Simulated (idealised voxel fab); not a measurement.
process module | voxel capacitor over wiring
cross-section cut | 155 nm wide | cells 5 nm
A cross-section is a grid of square cells, given in bands from the top down. A band is one or more rows of cells.
Each band's line starts with the height of the band's top and of its bottom, in nm. Then come its materials from left to right, each with its width in nm. One material with "throughout" fills the band from edge to edge. "air" is empty space.
Height 0 is the level under which the wafer as received is all one material. The lowest band goes on downwards, as in "0 down".
A width such as "30 to 40" changes by the same amount from each row of cells to the next, from the band's top row to its bottom row.
"no change" after a step means that no cell of the cross-section changed.
closed voids: empty space of 8 cells or more with no open way to the top, each as width x height at its distance from the left edge, in nm
after a step's settings: what the simulator itself notes on the step
overlay nm, on a step with a mask: how far to the right of its planned place the mask lay; to the left if negative
plan
1 op RECEIVE | material Si
2 op CONFORMAL_DEP | material SiO2 | thk nm 15
3 op CONFORMAL_DEP | material SiCN | thk nm 5
4 op DIRECTIONAL_DEP | material SiO2 | thk nm 25
5 op DIRECTIONAL_DEP | material aC | thk nm 10
6 op PATTERN | tone open | mask id METAL_1 | material resist | width nm 30 | pitch nm 95 | thk nm 30 | overlay nm 0
7 op DIRECTIONAL_ETCH | etch materials aC | depth nm 10
8 op STRIP | etch materials resist
9 op DIRECTIONAL_ETCH | etch materials SiO2 | depth nm 25
10 op DIRECTIONAL_ETCH | etch materials SiCN | depth nm 5
11 op STRIP | etch materials aC
12 op CONFORMAL_DEP | material TiN | thk nm 5
13 op FILL_DEP | material Cu | thk nm 10
14 op CMP | height nm 45
15 op CONFORMAL_DEP | material SiCN | thk nm 5
16 op DIRECTIONAL_DEP | material SiO2 | thk nm 10
17 op MASKED_ETCH | tone open | mask id PLUG_1 | width nm 15 | etch materials SiO2 | depth nm 10 | overlay nm 0
18 op MASKED_ETCH | tone open | mask id PLUG_1 | width nm 15 | etch materials SiCN | depth nm 5 | overlay nm 0
19 op CONFORMAL_DEP | material TiN | thk nm 5
20 op FILL_DEP | material W | thk nm 10
21 op CMP | height nm 60
22 op DIRECTIONAL_DEP | material TiN | thk nm 10
23 op DIRECTIONAL_DEP | material HfO2 | thk nm 5
24 op DIRECTIONAL_DEP | material TiN | thk nm 10
25 op PATTERN | tone cover | mask id UPPER_PLATE | material resist | width nm 70 | thk nm 15 | overlay nm 0
26 op DIRECTIONAL_ETCH | etch materials TiN | depth nm 10
27 op DIRECTIONAL_ETCH | etch materials HfO2 | depth nm 5
28 op STRIP | etch materials resist
29 op DIRECTIONAL_DEP | material aC | thk nm 10
30 op PATTERN | tone cover | mask id LOWER_PLATE | material resist | width nm 80 | thk nm 25 | overlay nm 0
31 op DIRECTIONAL_ETCH | etch materials aC | depth nm 10
32 op STRIP | etch materials resist
33 op DIRECTIONAL_ETCH | etch materials TiN | depth nm 10
34 op STRIP | etch materials aC
35 op FILL_DEP | material SiO2 | thk nm 20
36 op CMP | height nm 100
37 op MASKED_ETCH | tone open | mask id PLUG_2 | width nm 15 | etch materials SiO2 | depth nm 15 | overlay nm 0
38 op CONFORMAL_DEP | material TiN | thk nm 5
39 op FILL_DEP | material Ru | thk nm 10
40 op CMP | height nm 100
41 op CONFORMAL_DEP | material SiCN | thk nm 5
first wafer, as planned
as received, after step 1
  0 down: Si throughout
  closed voids: none
after step 2
  15 to 0: SiO2 throughout
  below 0: unchanged
after step 3
  20 to 15: SiCN throughout
  below 15: unchanged
after step 4
  45 to 20: SiO2 throughout
  below 20: unchanged
after step 5
  55 to 45: aC throughout
  below 45: unchanged
after step 6
  85 to 55: resist 15 | air 30 | resist 65 | air 30 | resist 15
  below 55: unchanged
after step 7
  75 to 55: resist 15 | air 30 | resist 65 | air 30 | resist 15
  55 to 45: aC 15 | air 30 | aC 65 | air 30 | aC 15
  below 45: unchanged
after step 8
  55 to 45: aC 15 | air 30 | aC 65 | air 30 | aC 15
  below 45: unchanged
after step 9
  55 to 45: aC 15 | air 30 | aC 65 | air 30 | aC 15
  45 to 20: SiO2 15 | air 30 | SiO2 65 | air 30 | SiO2 15
  below 20: unchanged
after step 10
  55 to 45: aC 15 | air 30 | aC 65 | air 30 | aC 15
  45 to 20: SiO2 15 | air 30 | SiO2 65 | air 30 | SiO2 15
  20 to 15: SiCN 15 | air 30 | SiCN 65 | air 30 | SiCN 15
  below 15: unchanged
after step 11
  45 to 20: SiO2 15 | air 30 | SiO2 65 | air 30 | SiO2 15
  below 20: unchanged
after step 12
  50 to 45: TiN 20 | air 20 | TiN 75 | air 20 | TiN 20
  45 to 20: SiO2 15 | TiN 5 | air 20 | TiN 5 | SiO2 65 | TiN 5 | air 20 | TiN 5 | SiO2 15
  20 to 15: SiCN 15 | TiN 30 | SiCN 65 | TiN 30 | SiCN 15
  below 15: unchanged
after step 13
  60 to 50: Cu throughout
  50 to 45: TiN 20 | Cu 20 | TiN 75 | Cu 20 | TiN 20
  45 to 20: SiO2 15 | TiN 5 | Cu 20 | TiN 5 | SiO2 65 | TiN 5 | Cu 20 | TiN 5 | SiO2 15
  below 20: unchanged
after step 14
  45 to 20: SiO2 15 | TiN 5 | Cu 20 | TiN 5 | SiO2 65 | TiN 5 | Cu 20 | TiN 5 | SiO2 15
  below 20: unchanged
after step 15
  50 to 45: SiCN throughout
  below 45: unchanged
after step 16
  60 to 50: SiO2 throughout
  below 50: unchanged
after step 17
  60 to 50: SiO2 30 | air 15 | SiO2 110
  below 50: unchanged
after step 18
  60 to 50: SiO2 30 | air 15 | SiO2 110
  50 to 45: SiCN 30 | air 15 | SiCN 110
  below 45: unchanged
after step 19
  65 to 60: TiN 35 | air 5 | TiN 115
  60 to 50: SiO2 30 | TiN 5 | air 5 | TiN 5 | SiO2 110
  50 to 45: SiCN 30 | TiN 15 | SiCN 110
  below 45: unchanged
after step 20
  75 to 65: W throughout
  65 to 60: TiN 35 | W 5 | TiN 115
  60 to 50: SiO2 30 | TiN 5 | W 5 | TiN 5 | SiO2 110
  below 50: unchanged
after step 21
  60 to 50: SiO2 30 | TiN 5 | W 5 | TiN 5 | SiO2 110
  below 50: unchanged
after step 22
  70 to 60: TiN throughout
  below 60: unchanged
after step 23
  75 to 70: HfO2 throughout
  below 70: unchanged
after step 24
  85 to 75: TiN throughout
  below 75: unchanged
after step 25
  100 to 85: air 30 | resist 70 | air 55
  below 85: unchanged
after step 26
  100 to 85: air 30 | resist 70 | air 55
  85 to 75: air 30 | TiN 70 | air 55
  below 75: unchanged
after step 27
  100 to 85: air 30 | resist 70 | air 55
  85 to 75: air 30 | TiN 70 | air 55
  75 to 70: air 30 | HfO2 70 | air 55
  below 70: unchanged
after step 28
  85 to 75: air 30 | TiN 70 | air 55
  below 75: unchanged
after step 29
  95 to 85: air 30 | aC 70 | air 55
  85 to 80: air 30 | TiN 70 | air 55
  80 to 75: aC 30 | TiN 70 | aC 55
  75 to 70: aC 30 | HfO2 70 | aC 55
  below 70: unchanged
after step 30
  120 to 95: air 25 | resist 80 | air 50
  95 to 85: air 25 | resist 5 | aC 70 | resist 5 | air 50
  85 to 80: air 25 | resist 5 | TiN 70 | resist 5 | air 50
  below 80: unchanged
after step 31
  110 to 95: air 25 | resist 80 | air 50
  95 to 85: air 25 | resist 5 | aC 70 | resist 5 | air 50
  85 to 80: air 25 | resist 5 | TiN 70 | resist 5 | air 50
  80 to 75: air 25 | aC 5 | TiN 70 | aC 5 | air 50
  75 to 70: air 25 | aC 5 | HfO2 70 | aC 5 | air 50
  below 70: unchanged
after step 32
  95 to 85: air 30 | aC 70 | air 55
  85 to 80: air 30 | TiN 70 | air 55
  below 80: unchanged
after step 33
  95 to 85: air 30 | aC 70 | air 55
  85 to 80: air 30 | TiN 70 | air 55
  80 to 75: air 25 | aC 5 | TiN 70 | aC 5 | air 50
  75 to 70: air 25 | aC 5 | HfO2 70 | aC 5 | air 50
  70 to 60: air 25 | TiN 80 | air 50
  below 60: unchanged
after step 34
  85 to 75: air 30 | TiN 70 | air 55
  75 to 70: air 30 | HfO2 70 | air 55
  below 70: unchanged
after step 35
  105 to 85: SiO2 throughout
  85 to 75: SiO2 30 | TiN 70 | SiO2 55
  75 to 70: SiO2 30 | HfO2 70 | SiO2 55
  70 to 60: SiO2 25 | TiN 80 | SiO2 50
  below 60: unchanged
after step 36
  100 to 85: SiO2 throughout
  below 85: unchanged
after step 37
  100 to 85: SiO2 40 | air 15 | SiO2 100
  below 85: unchanged
after step 38
  105 to 100: TiN 45 | air 5 | TiN 105
  100 to 90: SiO2 40 | TiN 5 | air 5 | TiN 5 | SiO2 100
  90 to 85: SiO2 40 | TiN 15 | SiO2 100
  below 85: unchanged
after step 39
  115 to 105: Ru throughout
  105 to 100: TiN 45 | Ru 5 | TiN 105
  100 to 90: SiO2 40 | TiN 5 | Ru 5 | TiN 5 | SiO2 100
  below 90: unchanged
after step 40
  100 to 90: SiO2 40 | TiN 5 | Ru 5 | TiN 5 | SiO2 100
  below 90: unchanged
after step 41
  105 to 100: SiCN throughout
  below 100: unchanged
second wafer: like start, like plan, one mistake. Through step 18 it matches the first wafer
when step 19 should have ended
  65 to 50: SiO2 35 | air 5 | SiO2 115
  50 to 45: SiCN 30 | SiO2 15 | SiCN 110
  below 45: unchanged
when step 20 should have ended
  75 to 65: W throughout
  65 to 50: SiO2 35 | W 5 | SiO2 115
  below 50: unchanged
when step 21 should have ended
  60 to 50: SiO2 35 | W 5 | SiO2 115
  below 50: unchanged
when step 22 should have ended
  70 to 60: TiN throughout
  below 60: unchanged
when step 23 should have ended
  75 to 70: HfO2 throughout
  below 70: unchanged
when step 24 should have ended
  85 to 75: TiN throughout
  below 75: unchanged
when step 25 should have ended
  100 to 85: air 30 | resist 70 | air 55
  below 85: unchanged
when step 26 should have ended
  100 to 85: air 30 | resist 70 | air 55
  85 to 75: air 30 | TiN 70 | air 55
  below 75: unchanged
when step 27 should have ended
  100 to 85: air 30 | resist 70 | air 55
  85 to 75: air 30 | TiN 70 | air 55
  75 to 70: air 30 | HfO2 70 | air 55
  below 70: unchanged
when step 28 should have ended
  85 to 75: air 30 | TiN 70 | air 55
  below 75: unchanged
when step 29 should have ended
  95 to 85: air 30 | aC 70 | air 55
  85 to 80: air 30 | TiN 70 | air 55
  80 to 75: aC 30 | TiN 70 | aC 55
  75 to 70: aC 30 | HfO2 70 | aC 55
  below 70: unchanged
when step 30 should have ended
  120 to 95: air 25 | resist 80 | air 50
  95 to 85: air 25 | resist 5 | aC 70 | resist 5 | air 50
  85 to 80: air 25 | resist 5 | TiN 70 | resist 5 | air 50
  below 80: unchanged
when step 31 should have ended
  110 to 95: air 25 | resist 80 | air 50
  95 to 85: air 25 | resist 5 | aC 70 | resist 5 | air 50
  85 to 80: air 25 | resist 5 | TiN 70 | resist 5 | air 50
  80 to 75: air 25 | aC 5 | TiN 70 | aC 5 | air 50
  75 to 70: air 25 | aC 5 | HfO2 70 | aC 5 | air 50
  below 70: unchanged
when step 32 should have ended
  95 to 85: air 30 | aC 70 | air 55
  85 to 80: air 30 | TiN 70 | air 55
  below 80: unchanged
when step 33 should have ended
  95 to 85: air 30 | aC 70 | air 55
  85 to 80: air 30 | TiN 70 | air 55
  80 to 75: air 25 | aC 5 | TiN 70 | aC 5 | air 50
  75 to 70: air 25 | aC 5 | HfO2 70 | aC 5 | air 50
  70 to 60: air 25 | TiN 80 | air 50
  below 60: unchanged
when step 34 should have ended
  85 to 75: air 30 | TiN 70 | air 55
  75 to 70: air 30 | HfO2 70 | air 55
  below 70: unchanged
when step 35 should have ended
  105 to 85: SiO2 throughout
  85 to 75: SiO2 30 | TiN 70 | SiO2 55
  75 to 70: SiO2 30 | HfO2 70 | SiO2 55
  70 to 60: SiO2 25 | TiN 80 | SiO2 50
  below 60: unchanged
when step 36 should have ended
  100 to 85: SiO2 throughout
  below 85: unchanged
when step 37 should have ended
  100 to 85: SiO2 40 | air 15 | SiO2 100
  below 85: unchanged
when step 38 should have ended
  105 to 100: TiN 45 | air 5 | TiN 105
  100 to 90: SiO2 40 | TiN 5 | air 5 | TiN 5 | SiO2 100
  90 to 85: SiO2 40 | TiN 15 | SiO2 100
  below 85: unchanged
when step 39 should have ended
  115 to 105: Ru throughout
  105 to 100: TiN 45 | Ru 5 | TiN 105
  100 to 90: SiO2 40 | TiN 5 | Ru 5 | TiN 5 | SiO2 100
  below 90: unchanged
when step 40 should have ended
  100 to 90: SiO2 40 | TiN 5 | Ru 5 | TiN 5 | SiO2 100
  below 90: unchanged
when step 41 should have ended
  105 to 100: SiCN throughout
  below 100: unchanged
what went wrong: step 19 ran as: op CONFORMAL_DEP | material SiO2 | thk nm 5
at the end the second wafer has, in cells: 7 more of SiO2 | 7 fewer of TiN
